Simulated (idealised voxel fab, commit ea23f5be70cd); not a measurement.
process module | voxel ribs on slabs
cross-section cut | 150 nm wide | cells 5 nm
A cross-section is a grid of square cells, given in bands from the top down. A band is one or more rows of cells.
Each band's line starts with the height of the band's top and of its bottom, in nm. Then come its materials from left to right, each with its width in nm. One material with "throughout" fills the band from edge to edge. "air" is empty space.
Height 0 is the level under which the wafer as received is all one material. The lowest band goes on downwards, as in "0 down".
A width such as "30 to 40" changes by the same amount from each row of cells to the next, from the band's top row to its bottom row.
"no change" after a step means that no cell of the cross-section changed.
closed voids: empty space of 8 cells or more with no open way to the top, each as width x height at its distance from the left edge, in nm
after a step's settings: what the simulator itself notes on the step
overlay nm, on a step with a mask: how far to the right of its planned place the mask lay; to the left if negative
plan
1 op RECEIVE | material Si
2 op DIRECTIONAL_DEP | material SiO2 | thk nm 30
3 op DIRECTIONAL_DEP | material polySi | thk nm 20
4 op DIRECTIONAL_DEP | material aC | thk nm 15
5 op PATTERN | tone cover | mask id RIB | material resist | width nm 20 | thk nm 30 | overlay nm 0
6 op DIRECTIONAL_ETCH | etch materials aC | depth nm 15
7 op STRIP | etch materials resist
8 op DIRECTIONAL_ETCH | etch materials polySi | depth nm 15
9 op STRIP | etch materials aC
10 op PATTERN | tone cover | mask id SLAB | material resist | width nm 60 | thk nm 15 | overlay nm 0
11 op DIRECTIONAL_ETCH | etch materials polySi | depth nm 5
12 op STRIP | etch materials resist
13 op FILL_DEP | material SiO2 | thk nm 25
14 op CMP | height nm 65
15 op DIRECTIONAL_DEP | material W | thk nm 5
16 op PATTERN | tone cover | mask id HEATER | material resist | width nm 30 | thk nm 15 | overlay nm 0
17 op DIRECTIONAL_ETCH | etch materials W | depth nm 5
18 op STRIP | etch materials resist
19 op CONFORMAL_DEP | material SiO2 | thk nm 5
as received, after step 1
  0 down: Si throughout
  closed voids: none
first wafer at the end, as planned
  75 to 70: air 55 | SiO2 40 | air 55
  70 to 65: SiO2 60 | W 30 | SiO2 60
  65 to 50: SiO2 throughout
  50 to 35: SiO2 65 | polySi 20 | SiO2 65
  35 to 30: SiO2 45 | polySi 60 | SiO2 45
  30 to 0: SiO2 throughout
  0 down: Si throughout
  closed voids: none
second wafer at the end: like start, like plan, one mistake
  75 to 70: air 55 | SiO2 40 | air 55
  70 to 65: SiO2 60 | W 30 | SiO2 60
  65 to 50: SiO2 throughout
  50 to 45: SiO2 45 | polySi 60 | SiO2 45
  45 to 30: aC throughout
  30 to 0: SiO2 throughout
  0 down: Si throughout
  closed voids: none
what went wrong: steps 3 and 4 were swapped
at the end the second wafer has, in cells: 78 fewer of SiO2 | 90 more of aC | 12 fewer of polySi
